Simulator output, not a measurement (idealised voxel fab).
voxel air gaps: a process module
Square cell edge 5 nm, section width 155 nm, ID cut.
Notation: cross-section as square-cell grid; stated in bands, top first, going down; one or more cell rows per band. The band entry comprises the height of the band's top followed by the height of its bottom, expressed in nm, and subsequently the band's materials from left to right, each stated together with its width in nm. Where a single material is marked with the word "throughout", that material fills the band from edge to edge. The word "empty" represents empty space. The level at which height equals 0 is the one under which the wafer, as it arrives, is entirely one material. No lower edge exists for the bottom band, which continues downward and is notated as in "top 0, no bottom". A two-number width, for instance "30..40", indicates that the width is equal to the first number in the top row of the band and to the second number in the bottom row, and that it changes by a constant amount per row of cells. Reading "nothing altered" for a step: not a cell of the cross-section changed in it. "Closed void register" enumerates empty spaces isolated from the top, with no open way to it, that contain at least 8 cells, giving each as width x height at distance from the left edge, all three in nm. Formally, on a step line, whatever follows the settings is a remark that the simulator itself makes on the step. "overlay nm" on a masked step: distance the mask lay right of its planned place, negative for left.
Process steps - plan:
- 1: RECEIVE [material Si]
- 2: CONFORMAL_DEP [material SiO2] [thk nm 15]
- 3: CONFORMAL_DEP [material SiCN] [thk nm 5]
- 4: DIRECTIONAL_DEP [material lowk] [thk nm 35]
- 5: PATTERN [tone open] [mask id LINES] [material resist] [width nm 15] [pitch nm 40] [thk nm 15] [overlay nm 0]
- 6: DIRECTIONAL_ETCH [etch materials lowk] [depth nm 35]
- 7: STRIP [etch materials resist]
- 8: CONFORMAL_DEP [material TiN] [thk nm 5]
- 9: FILL_DEP [material W] [thk nm 5]
- 10: CMP [height nm 55]
- 11: EPI [material Ru] [thk nm 10]
- 12: SELECTIVE_ETCH [etch materials lowk] [depth nm 45]
- 13: CONFORMAL_DEP [material SiCN] [thk nm 5]
The wafers in this document start out alike and differ in the width nm applied at step 5; the plan shows the value used for the first wafer.
First of several wafers, received after step 1, in cross-section:
- top 0, no bottom  Si throughout
- Closed void register: none
Rows = wafers. At module end, each row lists per material the cells gained (+) or lost (-) since the wafer was received, then the closed voids:
width nm 15, +42 Ru, +132 SiCN, +93 SiO2, +45 TiN, +18 W, Closed void register: 15 x 25 at 50; 15 x 25 at 90
width nm 20, +48 Ru, +88 SiCN, +93 SiO2, +48 TiN, +36 W, +56 lowk, Closed void register: none
width nm 25, +50 Ru, +88 SiCN, +93 SiO2, +51 TiN, +54 W, +42 lowk, Closed void register: none
